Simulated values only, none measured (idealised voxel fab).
Documented hereafter: the process module known as voxel gate over fins.
Each square cell in cross-section cut measures 5 nm, and the section as a whole is 215 nm wide.
For the purposes of this document, a cross-section shall be understood as a grid of square cells, specified as bands listed in top-to-bottom order, each band consisting of one or more rows of cells. Quick guide to a band line: top height, bottom height (nm) up front; then every material left to right with its width in nm. Only one material and it's marked "all across"? Then it fills the band edge to edge. And "empty" just means empty space. Height datum 0, below which the as-received substrate wafer is one material. Lowest band open at the bottom, running downward: "z 0 and below". It should be noted that a width expressed as "30..40" varies in equal increments from row to row of cells within the band, taking the value of the first number at the top row and that of the second number at the bottom row. Given "nothing was modified" for a step, no cell of the cross-section differs between before and after that step. Enclosed voids (no open way to top), threshold 8 cells or more, entry "Sealed void inventory", notation width x height at distance, distance from left edge, nm. Past the settings on a step's line: simulator remark, on that step. overlay nm: on a step with a mask, how far right of its planned place the mask lay; negative means left.

[The planned process steps are enumerated hereunder]
1 RECEIVE (material Si)
2 CONFORMAL_DEP (material SiN; thk nm 10)
3 DIRECTIONAL_DEP (material aC; thk nm 10)
4 PATTERN (tone cover; mask id FINS; material resist; width nm 15; pitch nm 35; thk nm 30; overlay nm 0)
5 DIRECTIONAL_ETCH (etch materials aC; depth nm 10)
6 STRIP (etch materials resist)
7 DIRECTIONAL_ETCH (etch materials SiN; depth nm 10)
8 DIRECTIONAL_ETCH (etch materials Si; depth nm 35)
9 STRIP (etch materials aC)
10 FILL_DEP (material SiO2; thk nm 15)
11 CMP (height nm 10)
12 SELECTIVE_ETCH (etch materials SiO2; depth nm 20)
13 STRIP (etch materials SiN)
14 CONFORMAL_DEP (material HfO2; thk nm 5)
15 CONFORMAL_DEP (material TiN; thk nm 5)
16 CONFORMAL_DEP (material TiAl; thk nm 5)
17 CONFORMAL_DEP (material TiN; thk nm 5)
18 FILL_DEP (material W; thk nm 10)
19 CMP (height nm 25)
20 CONFORMAL_DEP (material SiN; thk nm 10)

[Cross-sectional view of the wafer in its as-received condition, corresponding to the state after step 1]
	z 0 and below | Si all across
	Sealed void inventory: none

[Run as planned - first of the two wafers cross-sectioned at the end of the module]
	z 35 to 25 | SiN all across
	z 25 to 20 | W all across
	z 20 to 15 | W=60  TiN=90  W=65
	z 15 to 10 | W=60  TiN=5  TiAl=80  TiN=5  W=65
	z 10 to 5 | TiN=65  TiAl=5  TiN=70  TiAl=5  TiN=70
	z 5 to 0 | TiAl=70  TiN=5  HfO2=25  TiN=10  HfO2=25  TiN=5  TiAl=75
	z 0 to -5 | TiN=75  HfO2=5  Si=15  HfO2=5  TiN=10  HfO2=5  Si=15  HfO2=5  TiN=80
	z -5 to -10 | HfO2=80  Si=15  HfO2=20  Si=15  HfO2=85
	z -10 to -35 | SiO2=80  Si=15  SiO2=20  Si=15  SiO2=85
	z -35 and below | Si all across
	Sealed void inventory: none

[Here is the second of the two wafers cut open at the end of the module - same start, same plan as the first one, but we made one mistake running it]
	z 35 to 25 | SiN all across
	z 25 to 20 | TiN all across
	z 20 to 15 | TiAl all across
	z 15 to 10 | TiN all across
	z 10 to 5 | HfO2=85  TiN=5  HfO2=30  TiN=5  HfO2=90
	z 5 to 0 | SiO2=80  HfO2=15  SiO2=20  HfO2=15  SiO2=85
	z 0 to -35 | SiO2=80  Si=15  SiO2=20  Si=15  SiO2=85
	z -35 and below | Si all across
	Sealed void inventory: none
what went wrong: plan step 11 never ran because it was skipped
Upon completion, the second wafer contains, in terms of cells, a greater or smaller amount of certain materials than the first wafer: HfO2 -4 | SiO2 +111 | TiAl -4 | TiN -10 | W -93
